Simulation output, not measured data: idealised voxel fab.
The document below concerns the process module designated voxel gate over fins.
Shown is cross-section cut, with a width of 295 nm and square cells of size 5 nm.
If you're reading a cross-section in this doc, picture square cells in a grid; it comes to you as bands, top ones listed first down to the bottom, and a band can be one or more rows of cells. Basically the band line says how high the top is and how high the bottom is, in nm, and then what's in it from left to right, every material with its width in nm. Empty space shows up as "air", and if a single material carries "edge to edge" it runs the full band edge to edge. Convention: height 0 is the level below which the wafer, as received, is all one material. The lowest band does not terminate at the bottom but continues downward, represented as "0 -> down". The expression "30..40" gives the width at the extremes of the band, the first number at its top row of cells and the second at its bottom row, with the width changing by equal amounts from each row to the next in between. When a step is marked "nothing different", none of the cells in the cross-section changed during that step. Listed in "Cavities, sealed": every empty space of 8 or more cells without an open way to the top. Form: width x height at distance, the distance being from the left edge, all in nm. Heads up: the bit after the settings on a step's line is the simulator's remark on that step. overlay nm: on a step with a mask, how far right of its planned place the mask lay; negative means left.

Process steps foreseen in the plan
1,RECEIVE (material Si)
2,CONFORMAL_DEP (material SiN; thk nm 10)
3,PATTERN (tone cover; mask id FINS; material resist; width nm 15; pitch nm 45; thk nm 15; overlay nm 0)
4,DIRECTIONAL_ETCH (etch materials SiN; depth nm 10)
5,DIRECTIONAL_ETCH (etch materials Si; depth nm 40)
6,STRIP (etch materials resist)
7,OXIDIZE (depth nm 5)
8,FILL_DEP (material SiO2; thk nm 15)
9,CMP (height nm 10)
10,SELECTIVE_ETCH (etch materials SiO2; depth nm 25)
11,STRIP (etch materials SiN)
12,CONFORMAL_DEP (material HfO2; thk nm 5)
13,CONFORMAL_DEP (material TiN; thk nm 5)
14,CONFORMAL_DEP (material TiAl; thk nm 5)
15,CONFORMAL_DEP (material TiN; thk nm 5)
16,FILL_DEP (material W; thk nm 15)
17,CMP (height nm 30)
18,CONFORMAL_DEP (material SiCN; thk nm 5)
The wafers in this document start out alike and differ in the width nm applied at step 3; the plan shows the value used for the first wafer.

Cross-section of the first of several wafers as received (after step 1)
    0 -> down = Si edge to edge
    Cavities, sealed: none

Rows = wafers. At module end, each row lists per material the cells gained (+) or lost (-) since the wafer was received, then the closed voids
width nm 15, +83 HfO2, -495 Si, +59 SiCN, +330 SiO2, +83 TiAl, +166 TiN, +187 W, Cavities, sealed: none
width nm 20, +83 HfO2, -459 Si, +59 SiCN, +306 SiO2, +83 TiAl, +157 TiN, +184 W, Cavities, sealed: none
width nm 25, +83 HfO2, -423 Si, +59 SiCN, +282 SiO2, +83 TiAl, +148 TiN, +181 W, Cavities, sealed: none
width nm 30, +83 HfO2, -387 Si, +59 SiCN, +258 SiO2, +74 TiAl, +148 TiN, +178 W, Cavities, sealed: none
